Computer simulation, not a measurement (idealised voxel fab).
Process module under the name voxel self aligned vias
cross-section cut | 145 nm wide | cells 5 nm
Throughout this document, each cross-section is represented as a grid of square cells and is presented as a sequence of bands enumerated from the top downward, where a band comprises one or more rows of cells.
Basically the band line says how high the top is and how high the bottom is, in nm, and then what's in it from left to right, every material with its width in nm. Empty space shows up as "blank", and if a single material carries "everywhere" it runs the full band edge to edge.
Measure heights from 0. That's the level where, below it, the as-received wafer is all one material. The lowest band is bottomless and extends downward; write it as in "0..down".
Per-row width for "30..40": begins at first number (top row of band), ends at second number (bottom row), increment between rows held constant.
Take "no alterations made" at face value: in the step it is given for, the cross-section changed in none of its cells.
Each empty space that has no open way to the top and spans at least 8 cells appears under "Fully enclosed voids" as width x height at distance, the distance counted from the left edge, all in nm.
That trailing text on a step's line, after the settings, is the simulator's own remark on the step.
The optional step-line setting "overlay nm" applies to steps with a mask and quantifies how far to the right of its planned location the mask lay, a negative value indicating leftward placement.
-- Set out below are the planned steps of the process
1: RECEIVE | material Si
2: CONFORMAL_DEP | material SiO2 | thk nm 15
3: CONFORMAL_DEP | material SiCN | thk nm 5
4: DIRECTIONAL_DEP | material SiO2 | thk nm 20
5: PATTERN | tone open | mask id LINES | material resist | width nm 15 | pitch nm 50 | thk nm 20 | overlay nm 0
6: DIRECTIONAL_ETCH | etch materials SiO2 | depth nm 20
7: STRIP | etch materials resist
8: CONFORMAL_DEP | material TiN | thk nm 5
9: FILL_DEP | material Ru | thk nm 10
10: CMP | height nm 40
11: SELECTIVE_ETCH | etch materials W Ru TiN | depth nm 5
12: FILL_DEP | material SiN | thk nm 5
13: CMP | height nm 40
14: DIRECTIONAL_DEP | material SiO2 | thk nm 15
15: PATTERN | tone open | mask id VIAS | material resist | width nm 30 | pitch nm 50 | thk nm 20 | overlay nm 0
16: DIRECTIONAL_ETCH | etch materials SiO2 | depth nm 15
17: DIRECTIONAL_ETCH | etch materials SiN | depth nm 5
18: STRIP | etch materials resist
19: CONFORMAL_DEP | material TiN | thk nm 5
20: FILL_DEP | material W | thk nm 10
21: CMP | height nm 55
22: CONFORMAL_DEP | material SiCN | thk nm 5
The value of width nm given for step 5 in the plan refers to the first wafer; the wafers vary in this setting and are alike at the start.
-- This is how the first of several wafers looked in cross-section when it arrived, which is after step 1
* 0..down  Si everywhere
* Fully enclosed voids: none
-- wafer rows; end of module; cells per material since receipt: (+) gained, (-) lost; then closed voids
width nm 15, +4 Ru, +58 SiCN, +230 SiO2, +38 TiN, +18 W, Fully enclosed voids: none
width nm 20, +8 Ru, +58 SiCN, +222 SiO2, +40 TiN, +20 W, Fully enclosed voids: none
width nm 25, +12 Ru, +58 SiCN, +214 SiO2, +42 TiN, +22 W, Fully enclosed voids: none
width nm 30, +16 Ru, +58 SiCN, +206 SiO2, +44 TiN, +24 W, Fully enclosed voids: none
width nm 35, +20 Ru, +58 SiCN, +2 SiN, +198 SiO2, +46 TiN, +24 W, Fully enclosed voids: none
